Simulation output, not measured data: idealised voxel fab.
process module | voxel air gaps
cross-section cut | 270 nm wide | cells 5 nm
A cross-section is a grid of square cells, given in bands from the top down. A band is one or more rows of cells.
Each band's line starts with the height of the band's top and of its bottom, in nm. Then come its materials from left to right, each with its width in nm. One material with "throughout" fills the band from edge to edge. "air" is empty space.
Height 0 is the level under which the wafer as received is all one material. The lowest band goes on downwards, as in "0 down".
A width such as "30 to 40" changes by the same amount from each row of cells to the next, from the band's top row to its bottom row.
"no change" after a step means that no cell of the cross-section changed.
closed voids: empty space of 8 cells or more with no open way to the top, each as width x height at its distance from the left edge, in nm
after a step's settings: what the simulator itself notes on the step
overlay nm, on a step with a mask: how far to the right of its planned place the mask lay; to the left if negative
plan
1 op RECEIVE | material Si
2 op CONFORMAL_DEP | material SiO2 | thk nm 5
3 op CONFORMAL_DEP | material SiCN | thk nm 5
4 op DIRECTIONAL_DEP | material lowk | thk nm 30
5 op PATTERN | tone open | mask id LINES | material resist | width nm 25 | pitch nm 50 | thk nm 15 | overlay nm 0
6 op DIRECTIONAL_ETCH | etch materials lowk | depth nm 30
7 op STRIP | etch materials resist
8 op CONFORMAL_DEP | material TiN | thk nm 5
9 op FILL_DEP | material W | thk nm 5
10 op CMP | height nm 50
11 op EPI | material Ru | thk nm 10
12 op SELECTIVE_ETCH | etch materials lowk | depth nm 40
13 op CONFORMAL_DEP | material SiCN | thk nm 5
varied across the wafers: thk nm of step 2. The plan shows the first wafer's value. All wafers start alike
first wafer as received, after step 1
  0 down: Si throughout
  closed voids: none
each wafer at the end: cells of each material gained (+) or lost (-) since it was received, then its closed voids
thk nm 5 | +108 Ru | +108 SiCN | +54 SiO2 | +90 TiN | +108 W | +234 lowk | closed voids: none
thk nm 10 | +108 Ru | +108 SiCN | +108 SiO2 | +90 TiN | +54 W | +234 lowk | closed voids: none
thk nm 15 | +54 Ru | +172 SiCN | +162 SiO2 | +45 TiN | +45 W | closed voids: 15 x 20 at 100; 15 x 20 at 150
thk nm 20 | +54 Ru | +166 SiCN | +216 SiO2 | +39 TiN | +36 W | closed voids: 15 x 15 at 100; 15 x 15 at 150
thk nm 25 | +54 Ru | +160 SiCN | +270 SiO2 | +33 TiN | +27 W | closed voids: none
thk nm 30 | +54 Ru | +154 SiCN | +324 SiO2 | +27 TiN | +18 W | closed voids: none
